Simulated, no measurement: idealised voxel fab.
Process module in this document: voxel wiring stack
The width of the displayed cross-section, cut, is 205 nm; its cells are square, with a size of 5 nm.
Heads up, the way a cross-section reads in here is a grid of square cells, handed over as bands from the top down, with every band being one or more rows of cells. First you get the band's top height and its bottom height, in nm, and then the materials it's made of, left to right, with each width in nm. If you see a single material with "all across", that one covers the band edge to edge. "blank" is empty space. Heads up on the height convention: 0 is the point under which the incoming wafer is all one material, and the lowest band has no bottom, it just keeps going down, like "top 0, no bottom". Width spec "30 to 40" -> top row of cells at first value, bottom row at second value, equal per-row change in between. What does "nothing was modified" mean for a step? It means no cell of the cross-section changed in that step. Any empty space of 8 cells or more lacking an open way to the top shows up in "Enclosed empty spaces" as width x height at distance, distance from the left edge, in nm. The remark found on a step's line after its settings is issued by the simulator itself and pertains to that step. The "overlay nm" setting may appear on a step's line; for a step that uses a mask, it gives how far to the right of its planned position the mask lay, and a negative value indicates the left.

[Intended process steps]
1. RECEIVE (material Si)
2. CONFORMAL_DEP (material SiO2; thk nm 15)
3. DIRECTIONAL_DEP (material TiN; thk nm 5)
4. DIRECTIONAL_DEP (material W; thk nm 20)
5. DIRECTIONAL_DEP (material aC; thk nm 10)
6. PATTERN (tone cover; mask id METAL_1; material resist; width nm 20; pitch nm 35; thk nm 30; overlay nm 0)
7. DIRECTIONAL_ETCH (etch materials aC; depth nm 10)
8. STRIP (etch materials resist)
9. DIRECTIONAL_ETCH (etch materials W; depth nm 20)
10. DIRECTIONAL_ETCH (etch materials TiN; depth nm 5)
11. STRIP (etch materials aC)
12. CONFORMAL_DEP (material SiN; thk nm 5)
13. FILL_DEP (material SiO2; thk nm 5)
14. CMP (height nm 40)
15. CONFORMAL_DEP (material SiCN; thk nm 5)
16. DIRECTIONAL_DEP (material lowk; thk nm 30)
17. MASKED_ETCH (tone open; mask id METAL_2_HOLES; width nm 15; pitch nm 70; etch materials lowk; depth nm 30; overlay nm 0)
18. PATTERN (tone open; mask id METAL_2; material resist; width nm 20; pitch nm 35; thk nm 20; overlay nm 0)
19. DIRECTIONAL_ETCH (etch materials lowk; depth nm 15)
20. DIRECTIONAL_ETCH (etch materials SiCN; depth nm 5)
21. STRIP (etch materials resist)
22. CONFORMAL_DEP (material TiN; thk nm 5)
23. FILL_DEP (material Ru; thk nm 5)
24. CMP (height nm 75)
25. CONFORMAL_DEP (material SiCN; thk nm 5)
26. DIRECTIONAL_DEP (material SiO2; thk nm 35)
27. DIRECTIONAL_DEP (material aC; thk nm 15)
28. PATTERN (tone open; mask id METAL_3; material resist; width nm 20; pitch nm 35; thk nm 30; overlay nm 0)
29. DIRECTIONAL_ETCH (etch materials aC; depth nm 15)
30. STRIP (etch materials resist)
31. DIRECTIONAL_ETCH (etch materials SiO2; depth nm 20)
32. STRIP (etch materials aC)
33. MASKED_ETCH (tone open; mask id METAL_3_HOLES; width nm 15; pitch nm 70; etch materials SiO2; depth nm 15; overlay nm 0)
34. MASKED_ETCH (tone open; mask id METAL_3_HOLES; width nm 15; pitch nm 70; etch materials SiCN; depth nm 5; overlay nm 0)
35. CONFORMAL_DEP (material TiN; thk nm 5)
36. FILL_DEP (material Ru; thk nm 5)
37. CMP (height nm 115)
38. CONFORMAL_DEP (material SiCN; thk nm 5)
39. DIRECTIONAL_DEP (material SiO2; thk nm 35)
40. DIRECTIONAL_DEP (material aC; thk nm 10)
41. PATTERN (tone open; mask id METAL_4; material resist; width nm 20; pitch nm 35; thk nm 25; overlay nm 0)
42. DIRECTIONAL_ETCH (etch materials aC; depth nm 10)
43. STRIP (etch materials resist)
44. DIRECTIONAL_ETCH (etch materials SiO2; depth nm 20)
45. STRIP (etch materials aC)
46. PATTERN (tone open; mask id METAL_4_HOLES; material resist; width nm 15; pitch nm 70; thk nm 20; overlay nm 0)
47. DIRECTIONAL_ETCH (etch materials SiO2; depth nm 15)
48. DIRECTIONAL_ETCH (etch materials SiCN; depth nm 5)
49. STRIP (etch materials resist)
50. CONFORMAL_DEP (material TiN; thk nm 5)
51. FILL_DEP (material Cu; thk nm 10)
52. CMP (height nm 155)
53. CONFORMAL_DEP (material SiCN; thk nm 5)

[Wafer cross-section on receipt, i.e. after step 1]
  top 0, no bottom: Si all across
  Enclosed empty spaces: none

[Cross-section, end of module. Start: as above. Plan: as above. Execution: one mistake]
  top 160, bottom 155: SiCN all across
  top 155, bottom 140: SiO2=40 / TiN=5 / Cu=10 / TiN=5 / SiO2=15 / TiN=5 / Cu=10 / TiN=5 / SiO2=15 / TiN=5 / Cu=10 / TiN=5 / SiO2=15 / TiN=5 / Cu=10 / TiN=5 / SiO2=40
  top 140, bottom 135: SiO2=40 / TiN=5 / Cu=5 / TiN=10 / SiO2=15 / TiN=20 / SiO2=15 / TiN=5 / Cu=5 / TiN=10 / SiO2=15 / TiN=20 / SiO2=40
  top 135, bottom 125: SiO2=40 / TiN=5 / Cu=5 / TiN=5 / SiO2=55 / TiN=5 / Cu=5 / TiN=5 / SiO2=80
  top 125, bottom 120: SiO2=40 / TiN=15 / SiO2=55 / TiN=15 / SiO2=80
  top 120, bottom 115: Ru all across
  top 115, bottom 100: SiO2=40 / TiN=5 / Ru=10 / TiN=5 / SiO2=15 / TiN=5 / Ru=10 / TiN=5 / SiO2=15 / TiN=5 / Ru=10 / TiN=5 / SiO2=15 / TiN=5 / Ru=10 / TiN=5 / SiO2=40
  top 100, bottom 95: SiO2=40 / TiN=5 / Ru=5 / TiN=10 / SiO2=15 / TiN=20 / SiO2=15 / TiN=5 / Ru=5 / TiN=10 / SiO2=15 / TiN=20 / SiO2=40
  top 95, bottom 80: SiO2=40 / TiN=5 / Ru=5 / TiN=5 / SiO2=55 / TiN=5 / Ru=5 / TiN=5 / SiO2=80
  top 80, bottom 75: SiCN=40 / TiN=15 / SiCN=55 / TiN=15 / SiCN=80
  top 75, bottom 65: lowk=40 / TiN=5 / Ru=10 / TiN=5 / lowk=15 / TiN=5 / Ru=10 / TiN=5 / lowk=15 / TiN=5 / Ru=10 / TiN=5 / lowk=15 / TiN=5 / Ru=10 / TiN=5 / lowk=40
  top 65, bottom 60: lowk=40 / TiN=5 / Ru=5 / TiN=10 / lowk=15 / TiN=20 / lowk=15 / TiN=5 / Ru=5 / TiN=10 / lowk=15 / TiN=20 / lowk=40
  top 60, bottom 45: lowk=40 / TiN=5 / Ru=5 / TiN=5 / lowk=55 / TiN=5 / Ru=5 / TiN=5 / lowk=80
  top 45, bottom 40: SiCN=40 / TiN=15 / SiCN=55 / TiN=15 / SiCN=80
  top 40, bottom 20: SiO2=35 / SiN=5 / W=20 / SiN=5 / SiO2=5 / SiN=5 / W=20 / SiN=5 / SiO2=5 / SiN=5 / W=20 / SiN=5 / SiO2=5 / SiN=5 / W=20 / SiN=5 / SiO2=35
  top 20, bottom 15: SiN=40 / TiN=20 / SiN=15 / TiN=20 / SiN=15 / TiN=20 / SiN=15 / TiN=20 / SiN=40
  top 15, bottom 0: SiO2 all across
  top 0, no bottom: Si all across
  Enclosed empty spaces: none
What broke from the plan during processing? step 38 did not use the planned setting and instead ran as CONFORMAL_DEP (material Ru; thk nm 5)
